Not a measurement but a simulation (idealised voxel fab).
process module | voxel trench capacitor
This is section cut - it's 160 nm across, gridded in 5 nm square cells.
Reading order for cross-sections: top band down to bottom band. Underlying form: a grid of square cells. Band size: one or more rows of cells.
Top, bottom (nm), then materials left to right with widths (nm); lone material tagged "all across" fills the whole band edge to edge; "blank" = empty space.
Height 0 is the level under which the wafer as received is all one material. The lowest band goes on downwards, as in "0 and below".
The two numbers in a width such as "30..40" mark its ends across the band: the first belongs to the top row of cells, the second to the bottom row, and from each row to the next the width moves by the same amount.
The designation "all unchanged", where it is given for a processing step, indicates that no cell of the cross-section was altered in the course of that step.
So "Voids lacking openings" is basically the list of trapped voids: any empty space of 8 cells or more that can't reach the top through an opening. They're written width x height at distance, the distance being from the left edge, and it's all nm.
Note: text after step settings on the step line = simulator remark on that step.
When a step includes a mask, the "overlay nm" setting on its line states how far to the right of its planned place that mask lay, and negative values state how far to the left.

Process steps foreseen in the plan
1 RECEIVE (material Si)
2 CONFORMAL_DEP (material SiN; thk nm 10)
3 MASKED_ETCH (tone open; mask id TRENCH; width nm 30; pitch nm 45; etch materials SiN; depth nm 10; overlay nm 0)
4 MASKED_ETCH (tone open; mask id TRENCH; width nm 30; pitch nm 45; etch materials Si; depth nm 40; overlay nm 0)
5 CONFORMAL_DEP (material Al2O3; thk nm 5)
6 CONFORMAL_DEP (material TiN; thk nm 5)
7 FILL_DEP (material W; thk nm 5)
8 CMP (height nm 10)

The cross-section here shows the wafer as received, i.e. in its state after step 1
- 0 and below  Si all across
- Voids lacking openings: none

End-of-module cross-section of the first of two wafers, processed as planned
- 10 down to 0  SiN 40 nm, then Al2O3 5 nm, then TiN 5 nm, then W 10 nm, then TiN 5 nm, then Al2O3 5 nm, then SiN 15 nm, then Al2O3 5 nm, then TiN 5 nm, then W 10 nm, then TiN 5 nm, then Al2O3 5 nm, then SiN 45 nm
- 0 down to -30  Si 40 nm, then Al2O3 5 nm, then TiN 5 nm, then W 10 nm, then TiN 5 nm, then Al2O3 5 nm, then Si 15 nm, then Al2O3 5 nm, then TiN 5 nm, then W 10 nm, then TiN 5 nm, then Al2O3 5 nm, then Si 45 nm
- -30 down to -35  Si 40 nm, then Al2O3 5 nm, then TiN 20 nm, then Al2O3 5 nm, then Si 15 nm, then Al2O3 5 nm, then TiN 20 nm, then Al2O3 5 nm, then Si 45 nm
- -35 down to -40  Si 40 nm, then Al2O3 30 nm, then Si 15 nm, then Al2O3 30 nm, then Si 45 nm
- -40 and below  Si all across
- Voids lacking openings: none

So this is wafer number two of the two, cut at the end of the module - it started where the first did and had the same plan, we just got one thing wrong running it
- 10 down to 0  SiN 40 nm, then TiN 5 nm, then W 20 nm, then TiN 5 nm, then SiN 15 nm, then TiN 5 nm, then W 20 nm, then TiN 5 nm, then SiN 45 nm
- 0 down to -35  Si 40 nm, then TiN 5 nm, then W 20 nm, then TiN 5 nm, then Si 15 nm, then TiN 5 nm, then W 20 nm, then TiN 5 nm, then Si 45 nm
- -35 down to -40  Si 40 nm, then TiN 30 nm, then Si 15 nm, then TiN 30 nm, then Si 45 nm
- -40 and below  Si all across
- Voids lacking openings: none
Plan not followed: yeah, step 5 of the plan got skipped, never ran
Per the end-of-run cell counts, the second wafer holds more or fewer of some materials than the first: 48 fewer of Al2O3 | 8 more of TiN | 40 more of W
